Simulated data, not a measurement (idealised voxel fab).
This is a process module. Its name is voxel transistor to metal.
The cross-section shown here is cut; it is 145 nm wide and divided into square cells measuring 5 nm on a side.
Think of the cross-section as a grid of square cells. We describe it in bands, top to bottom, and each band covers one or more rows of those cells.
For a band, the entry starts with two heights in nm, that of the top and then that of the bottom, and carries on with the band's materials in order from left to right, each alongside its width in nm; the word "edge to edge" beside a single material means it fills the band edge to edge, and "air" means empty space.
Height reference: 0 = level under which incoming wafer is all one material. Lowest band: no bottom, runs on downward, e.g. "z 0 and below".
Per-row width for "30..40": begins at first number (top row of band), ends at second number (bottom row), increment between rows held constant.
Basically "all unchanged" means that step didn't change any cell in the cross-section.
So "Sealed void listing" is basically the list of trapped voids: any empty space of 8 cells or more that can't reach the top through an opening. They're written width x height at distance, the distance being from the left edge, and it's all nm.
after a step's settings: what the simulator itself notes on the step
A step line may carry the setting "overlay nm", which, for steps involving a mask, states the distance by which the mask lay to the right of its intended position; negative values denote displacement to the left.
## Process steps (planned)
| 1 | RECEIVE | material Si |
| 2 | CONFORMAL_DEP | material SiO2 | thk nm 5 |
| 3 | CONFORMAL_DEP | material SiN | thk nm 15 |
| 4 | MASKED_ETCH | tone cover | mask id ACTIVE | width nm 105 | etch materials SiN | depth nm 15 | overlay nm 0 |
| 5 | MASKED_ETCH | tone cover | mask id ACTIVE | width nm 105 | etch materials SiO2 | depth nm 5 | overlay nm 0 |
| 6 | MASKED_ETCH | tone cover | mask id ACTIVE | width nm 95 | etch materials Si | depth nm 30 | overlay nm 0 |
| 7 | FILL_DEP | material SiO2 | thk nm 15 |
| 8 | CMP | height nm 20 |
| 9 | SELECTIVE_ETCH | etch materials SiO2 | depth nm 10 |
| 10 | STRIP | etch materials SiN |
| 11 | SELECTIVE_ETCH | etch materials SiO2 | depth nm 5 |
| 12 | OXIDIZE | depth nm 5 |
| 13 | DIRECTIONAL_DEP | material polySi | thk nm 20 |
| 14 | DIRECTIONAL_DEP | material SiCN | thk nm 10 |
| 15 | MASKED_ETCH | tone cover | mask id GATE | width nm 15 | etch materials SiCN | depth nm 20 | overlay nm 0 |
| 16 | MASKED_ETCH | tone cover | mask id GATE | width nm 15 | etch materials polySi | depth nm 30 | overlay nm 0 |
| 17 | CONFORMAL_DEP | material SiO2 | thk nm 5 |
| 18 | DIRECTIONAL_ETCH | etch materials SiO2 | depth nm 5 |
| 19 | CONFORMAL_DEP | material SiN | thk nm 5 |
| 20 | DIRECTIONAL_ETCH | etch materials SiN | depth nm 5 |
| 21 | DIRECTIONAL_ETCH | etch materials SiO2 | depth nm 5 |
| 22 | DIRECTIONAL_ETCH | etch materials Si | depth nm 10 |
| 23 | EPI | material SiGe | thk nm 15 |
| 24 | FILL_DEP | material SiO2 | thk nm 10 |
| 25 | CMP | height nm 30 |
| 26 | DIRECTIONAL_DEP | material SiO2 | thk nm 15 |
| 27 | MASKED_ETCH | tone open | mask id CONTACT | width nm 30 | pitch nm 55 | etch materials SiO2 | depth nm 35 | overlay nm 0 |
| 28 | CONFORMAL_DEP | material TiN | thk nm 5 |
| 29 | FILL_DEP | material W | thk nm 5 |
| 30 | CMP | height nm 45 |
| 31 | CONFORMAL_DEP | material SiN | thk nm 5 |
| 32 | DIRECTIONAL_DEP | material SiO2 | thk nm 20 |
| 33 | DIRECTIONAL_DEP | material aC | thk nm 10 |
| 34 | PATTERN | tone open | mask id METAL_1 | material resist | width nm 15 | pitch nm 70 | thk nm 30 | overlay nm 0 |
| 35 | DIRECTIONAL_ETCH | etch materials aC | depth nm 10 |
| 36 | STRIP | etch materials resist |
| 37 | DIRECTIONAL_ETCH | etch materials SiO2 | depth nm 20 |
| 38 | DIRECTIONAL_ETCH | etch materials SiN | depth nm 5 |
| 39 | STRIP | etch materials aC |
| 40 | CONFORMAL_DEP | material TiN | thk nm 5 |
| 41 | FILL_DEP | material W | thk nm 10 |
| 42 | CMP | height nm 70 |
| 43 | CONFORMAL_DEP | material SiCN | thk nm 5 |
| 44 | DIRECTIONAL_DEP | material lowk | thk nm 35 |
| 45 | MASKED_ETCH | tone open | mask id METAL_2 | width nm 15 | pitch nm 70 | etch materials lowk | depth nm 20 | overlay nm 0 |
| 46 | DIRECTIONAL_DEP | material aC | thk nm 15 |
| 47 | PATTERN | tone open | mask id METAL_2_HOLES | material resist | width nm 15 | pitch nm 70 | thk nm 30 | overlay nm 0 |
| 48 | DIRECTIONAL_ETCH | etch materials aC | depth nm 15 |
| 49 | STRIP | etch materials resist |
| 50 | DIRECTIONAL_ETCH | etch materials lowk | depth nm 15 |
| 51 | DIRECTIONAL_ETCH | etch materials SiCN | depth nm 5 |
| 52 | STRIP | etch materials aC |
| 53 | CONFORMAL_DEP | material TiN | thk nm 5 |
| 54 | FILL_DEP | material Ru | thk nm 10 |
| 55 | CMP | height nm 110 |
| 56 | CONFORMAL_DEP | material SiN | thk nm 5 |
Same starting wafers, different width nm at step 6. Plan value belongs to the first wafer.
## Here's the first of the wafers in cross-section, just as we got it, i.e. after step 1
z 0 and below: Si edge to edge
Sealed void listing: none
## Module finished, last step 56 done: cross-section of the first of several wafers
z 115 to 110: SiN edge to edge
z 110 to 75: 30 of lowk, 5 of TiN, 5 of Ru, 5 of TiN, 55 of lowk, 5 of TiN, 5 of Ru, 5 of TiN, 30 of lowk
z 75 to 70: 30 of SiCN, 15 of TiN, 55 of SiCN, 15 of TiN, 30 of SiCN
z 70 to 50: 30 of SiO2, 5 of TiN, 5 of W, 5 of TiN, 55 of SiO2, 5 of TiN, 5 of W, 5 of TiN, 30 of SiO2
z 50 to 45: 30 of SiN, 15 of TiN, 55 of SiN, 15 of TiN, 30 of SiN
z 45 to 35: 30 of SiO2, 5 of TiN, 20 of W, 5 of TiN, 25 of SiO2, 5 of TiN, 20 of W, 5 of TiN, 30 of SiO2
z 35 to 30: 30 of SiO2, 5 of TiN, 15 of W, 10 of TiN, 25 of SiO2, 10 of TiN, 15 of W, 5 of TiN, 30 of SiO2
z 30 to 20: 30 of SiO2, 5 of TiN, 15 of W, 5 of TiN, 5 of SiN, 5 of SiO2, 15 of SiCN, 5 of SiO2, 5 of SiN, 5 of TiN, 15 of W, 5 of TiN, 30 of SiO2
z 20 to 15: 30 of SiO2, 5 of TiN, 15 of W, 5 of TiN, 5 of SiN, 5 of SiO2, 15 of polySi, 5 of SiO2, 5 of SiN, 5 of TiN, 15 of W, 5 of TiN, 30 of SiO2
z 15 to 10: 30 of SiO2, 25 of TiN, 5 of SiN, 5 of SiO2, 15 of polySi, 5 of SiO2, 5 of SiN, 25 of TiN, 30 of SiO2
z 10 to 5: 20 of SiO2, 35 of SiGe, 5 of SiN, 5 of SiO2, 15 of polySi, 5 of SiO2, 5 of SiN, 35 of SiGe, 20 of SiO2
z 5 to 0: 20 of SiO2, 5 of SiN, 30 of SiGe, 5 of SiN, 5 of SiO2, 15 of polySi, 5 of SiO2, 5 of SiN, 30 of SiGe, 5 of SiN, 20 of SiO2
z 0 to -5: 25 of SiO2, 30 of SiGe, 35 of SiO2, 30 of SiGe, 25 of SiO2
z -5 to -15: 20 of SiO2, 5 of Si, 30 of SiGe, 35 of Si, 30 of SiGe, 5 of Si, 20 of SiO2
z -15 to -30: 20 of SiO2, 105 of Si, 20 of SiO2
z -30 and below: Si edge to edge
Sealed void listing: none
## Cross-section of the final wafer among several, taken at the end of the module
z 115 to 110: SiN edge to edge
z 110 to 75: 30 of lowk, 5 of TiN, 5 of Ru, 5 of TiN, 55 of lowk, 5 of TiN, 5 of Ru, 5 of TiN, 30 of lowk
z 75 to 70: 30 of SiCN, 15 of TiN, 55 of SiCN, 15 of TiN, 30 of SiCN
z 70 to 50: 30 of SiO2, 5 of TiN, 5 of W, 5 of TiN, 55 of SiO2, 5 of TiN, 5 of W, 5 of TiN, 30 of SiO2
z 50 to 45: 30 of SiN, 15 of TiN, 55 of SiN, 15 of TiN, 30 of SiN
z 45 to 35: 30 of SiO2, 5 of TiN, 20 of W, 5 of TiN, 25 of SiO2, 5 of TiN, 20 of W, 5 of TiN, 30 of SiO2
z 35 to 30: 30 of SiO2, 5 of TiN, 15 of W, 10 of TiN, 25 of SiO2, 10 of TiN, 15 of W, 5 of TiN, 30 of SiO2
z 30 to 20: 30 of SiO2, 5 of TiN, 15 of W, 5 of TiN, 5 of SiN, 5 of SiO2, 15 of SiCN, 5 of SiO2, 5 of SiN, 5 of TiN, 15 of W, 5 of TiN, 30 of SiO2
z 20 to 15: 30 of SiO2, 5 of TiN, 15 of W, 5 of TiN, 5 of SiN, 5 of SiO2, 15 of polySi, 5 of SiO2, 5 of SiN, 5 of TiN, 15 of W, 5 of TiN, 30 of SiO2
z 15 to 10: 30 of SiO2, 25 of TiN, 5 of SiN, 5 of SiO2, 15 of polySi, 5 of SiO2, 5 of SiN, 25 of TiN, 30 of SiO2
z 10 to 5: 20 of SiO2, 35 of SiGe, 5 of SiN, 5 of SiO2, 15 of polySi, 5 of SiO2, 5 of SiN, 35 of SiGe, 20 of SiO2
z 5 to 0: 20 of SiO2, 5 of SiN, 30 of SiGe, 5 of SiN, 5 of SiO2, 15 of polySi, 5 of SiO2, 5 of SiN, 30 of SiGe, 5 of SiN, 20 of SiO2
z 0 to -5: 25 of SiO2, 30 of SiGe, 35 of SiO2, 30 of SiGe, 25 of SiO2
z -5 to -15: 15 of SiO2, 10 of Si, 30 of SiGe, 35 of Si, 30 of SiGe, 10 of Si, 15 of SiO2
z -15 to -30: 15 of SiO2, 115 of Si, 15 of SiO2
z -30 and below: Si edge to edge
Sealed void listing: none
## Every row in this table is a wafer at the end of the module, and it gives, for each of the materials, the cells that wafer has gained (+) or lost (-) since it was received, then its closed voids
width nm 95; +14 Ru; -93 Si; +29 SiCN; +62 SiGe; +66 SiN; +276 SiO2; +92 TiN; +48 W; +161 lowk; +12 polySi; Sealed void listing: none
width nm 100; +14 Ru; -93 Si; +29 SiCN; +62 SiGe; +66 SiN; +276 SiO2; +92 TiN; +48 W; +161 lowk; +12 polySi; Sealed void listing: none
width nm 105; +14 Ru; -93 Si; +29 SiCN; +62 SiGe; +66 SiN; +276 SiO2; +92 TiN; +48 W; +161 lowk; +12 polySi; Sealed void listing: none
width nm 110; +14 Ru; -88 Si; +29 SiCN; +62 SiGe; +66 SiN; +271 SiO2; +92 TiN; +48 W; +161 lowk; +12 polySi; Sealed void listing: none
width nm 115; +14 Ru; -83 Si; +29 SiCN; +62 SiGe; +66 SiN; +266 SiO2; +92 TiN; +48 W; +161 lowk; +12 polySi; Sealed void listing: none
